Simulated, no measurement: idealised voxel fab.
A process module follows: voxel lift off.
Square cell edge 5 nm, section width 300 nm, ID cut.
Cross-section, as written here: a square-cell grid given band by band from the top down, where a band holds one or more rows of cells.
What a band's entry tells you: where the top is and where the bottom is, as heights in nm, and after that what lies inside, material by material from left to right, each with its width in nm. Empty space is written as the word "air", and a single material marked with the word "everywhere" occupies the band from edge to edge.
Basically, 0 is our baseline, since under it the wafer straight out of the box is all one material. The bottom band has no lower end and keeps on going down, so it looks like "0 and below".
A width given as "30->40" starts at the first number in the band's top row and ends at the second number in its bottom row, shifting by an equal amount at every step from row to row.
Key: "remained unchanged" - step with no changed cell in the cross-section.
Entry "Enclosed voids". Content: empty spaces with no open connection to the top, size 8 cells or greater. Each: width x height at distance. Distance: from left edge. Unit: nm.
Past the settings on a step's line: simulator remark, on that step.
overlay nm, on a step with a mask: how far to the right of its planned place the mask lay; to the left if negative
[The steps planned for the process are as follows]
1: RECEIVE | material Si
2: CONFORMAL_DEP | material SiN | thk nm 10
3: PATTERN | tone open | mask id LINES | material resist | width nm 30 | pitch nm 60 | thk nm 15 | overlay nm 0
4: DIRECTIONAL_DEP | material Ru | thk nm 5
5: STRIP | etch materials resist
6: CONFORMAL_DEP | material SiN | thk nm 5
[What follows covers the first of two wafers; it ran as planned]
[Wafer as received: cross-section following step 1]
	0 and below  Si everywhere
	Enclosed voids: none
[You're looking at a cross-section of the wafer after step 2]
	10 down to 0  SiN everywhere
	below 0: unchanged
[You're looking at a cross-section of the wafer after step 3]
	25 down to 10  resist=45; air=30; resist=30; air=30; resist=30; air=30; resist=30; air=30; resist=45
	below 10: unchanged
[You're looking at a cross-section of the wafer after step 4]
	30 down to 25  Ru=45; air=30; Ru=30; air=30; Ru=30; air=30; Ru=30; air=30; Ru=45
	25 down to 15  resist=45; air=30; resist=30; air=30; resist=30; air=30; resist=30; air=30; resist=45
	15 down to 10  resist=45; Ru=30; resist=30; Ru=30; resist=30; Ru=30; resist=30; Ru=30; resist=45
	below 10: unchanged
[You're looking at a cross-section of the wafer after step 5]
	15 down to 10  air=45; Ru=30; air=30; Ru=30; air=30; Ru=30; air=30; Ru=30; air=45
	below 10: unchanged
[You're looking at a cross-section of the wafer after step 6]
	20 down to 15  air=40; SiN=40; air=20; SiN=40; air=20; SiN=40; air=20; SiN=40; air=40
	15 down to 10  SiN=45; Ru=30; SiN=30; Ru=30; SiN=30; Ru=30; SiN=30; Ru=30; SiN=45
	below 10: unchanged
[Here the second wafer is described. Its start and its plan were those of the first wafer. Its run contained one mistake. Up to and including step 1, it did exactly what the first wafer did]
[Second wafer: cross-section at the scheduled end of step 2]
	15 down to 0  SiN everywhere
	below 0: unchanged
[Second wafer: cross-section at the scheduled end of step 3]
	30 down to 15  resist=45; air=30; resist=30; air=30; resist=30; air=30; resist=30; air=30; resist=45
	below 15: unchanged
[Second wafer: cross-section at the scheduled end of step 4]
	35 down to 30  Ru=45; air=30; Ru=30; air=30; Ru=30; air=30; Ru=30; air=30; Ru=45
	30 down to 20  resist=45; air=30; resist=30; air=30; resist=30; air=30; resist=30; air=30; resist=45
	20 down to 15  resist=45; Ru=30; resist=30; Ru=30; resist=30; Ru=30; resist=30; Ru=30; resist=45
	below 15: unchanged
[Second wafer: cross-section at the scheduled end of step 5]
	20 down to 15  air=45; Ru=30; air=30; Ru=30; air=30; Ru=30; air=30; Ru=30; air=45
	below 15: unchanged
[Second wafer: cross-section at the scheduled end of step 6]
	25 down to 20  air=40; SiN=40; air=20; SiN=40; air=20; SiN=40; air=20; SiN=40; air=40
	20 down to 15  SiN=45; Ru=30; SiN=30; Ru=30; SiN=30; Ru=30; SiN=30; Ru=30; SiN=45
	below 15: unchanged
Misprocessing identified: planned and actual differ for step 2; actual: CONFORMAL_DEP | material SiN | thk nm 15
Heads up, by the end the second wafer has more or fewer cells of some materials compared to the first: SiN: 60 more
